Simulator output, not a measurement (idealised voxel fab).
process module | voxel released beams
cross-section cut | 290 nm wide | cells 5 nm
A cross-section is a grid of square cells, given in bands from the top down. A band is one or more rows of cells.
Each band's line starts with the height of the band's top and of its bottom, in nm. Then come its materials from left to right, each with its width in nm. One material with "throughout" fills the band from edge to edge. "air" is empty space.
Height 0 is the level under which the wafer as received is all one material. The lowest band goes on downwards, as in "0 down".
A width such as "30 to 40" changes by the same amount from each row of cells to the next, from the band's top row to its bottom row.
"no change" after a step means that no cell of the cross-section changed.
closed voids: empty space of 8 cells or more with no open way to the top, each as width x height at its distance from the left edge, in nm
after a step's settings: what the simulator itself notes on the step
overlay nm, on a step with a mask: how far to the right of its planned place the mask lay; to the left if negative
plan
1 op RECEIVE | material Si
2 op CONFORMAL_DEP | material SiN | thk nm 10
3 op DIRECTIONAL_DEP | material SiO2 | thk nm 10
4 op MASKED_ETCH | tone open | mask id ANCHOR | width nm 40 | etch materials SiO2 | depth nm 10 | overlay nm 0
5 op CONFORMAL_DEP | material TiN | thk nm 15
6 op DIRECTIONAL_DEP | material aC | thk nm 15
7 op PATTERN | tone cover | mask id BEAM | material resist | width nm 100 | thk nm 35 | overlay nm 0
8 op DIRECTIONAL_ETCH | etch materials aC | depth nm 15
9 op STRIP | etch materials resist
10 op DIRECTIONAL_ETCH | etch materials TiN | depth nm 15
11 op STRIP | etch materials aC
12 op STRIP | etch materials SiO2
first wafer, as planned
as received, after step 1
  0 down: Si throughout
  closed voids: none
after step 2
  10 to 0: SiN throughout
  below 0: unchanged
after step 3
  20 to 10: SiO2 throughout
  below 10: unchanged
after step 4
  20 to 10: SiO2 95 | air 40 | SiO2 155
  below 10: unchanged
after step 5
  35 to 25: TiN 110 | air 10 | TiN 170
  25 to 20: TiN throughout
  20 to 10: SiO2 95 | TiN 40 | SiO2 155
  below 10: unchanged
after step 6
  50 to 40: aC 110 | air 10 | aC 170
  40 to 35: aC throughout
  35 to 25: TiN 110 | aC 10 | TiN 170
  below 25: unchanged
after step 7
  85 to 50: air 90 | resist 100 | air 100
  50 to 40: aC 110 | resist 10 | aC 170
  below 40: unchanged
after step 8
  70 to 50: air 90 | resist 100 | air 100
  50 to 40: air 90 | aC 20 | resist 10 | aC 70 | air 100
  40 to 35: air 90 | aC 100 | air 100
  below 35: unchanged
after step 9
  50 to 40: air 90 | aC 20 | air 10 | aC 70 | air 100
  below 40: unchanged
after step 10
  50 to 40: air 90 | aC 20 | air 10 | aC 70 | air 100
  40 to 35: air 90 | aC 100 | air 100
  35 to 25: air 90 | TiN 20 | aC 10 | TiN 70 | air 100
  25 to 20: air 90 | TiN 100 | air 100
  below 20: unchanged
after step 11
  35 to 25: air 90 | TiN 20 | air 10 | TiN 70 | air 100
  below 25: unchanged
after step 12
  35 to 25: air 90 | TiN 20 | air 10 | TiN 70 | air 100
  25 to 20: air 90 | TiN 100 | air 100
  20 to 10: air 95 | TiN 40 | air 155
  below 10: unchanged
second wafer: like start, like plan, one mistake. Through step 4 it matches the first wafer
when step 5 should have ended
  50 to 20: TiN throughout
  20 to 10: SiO2 95 | TiN 40 | SiO2 155
  below 10: unchanged
when step 6 should have ended
  65 to 50: aC throughout
  below 50: unchanged
when step 7 should have ended
  100 to 65: air 90 | resist 100 | air 100
  below 65: unchanged
when step 8 should have ended
  85 to 65: air 90 | resist 100 | air 100
  65 to 50: air 90 | aC 100 | air 100
  below 50: unchanged
when step 9 should have ended
  65 to 50: air 90 | aC 100 | air 100
  below 50: unchanged
when step 10 should have ended
  65 to 50: air 90 | aC 100 | air 100
  50 to 35: air 90 | TiN 100 | air 100
  below 35: unchanged
when step 11 should have ended
  50 to 35: air 90 | TiN 100 | air 100
  below 35: unchanged
when step 12 should have ended: no change
what went wrong: step 5 was run twice
at the end the second wafer has, in cells: 100 more of SiO2 | 178 more of TiN
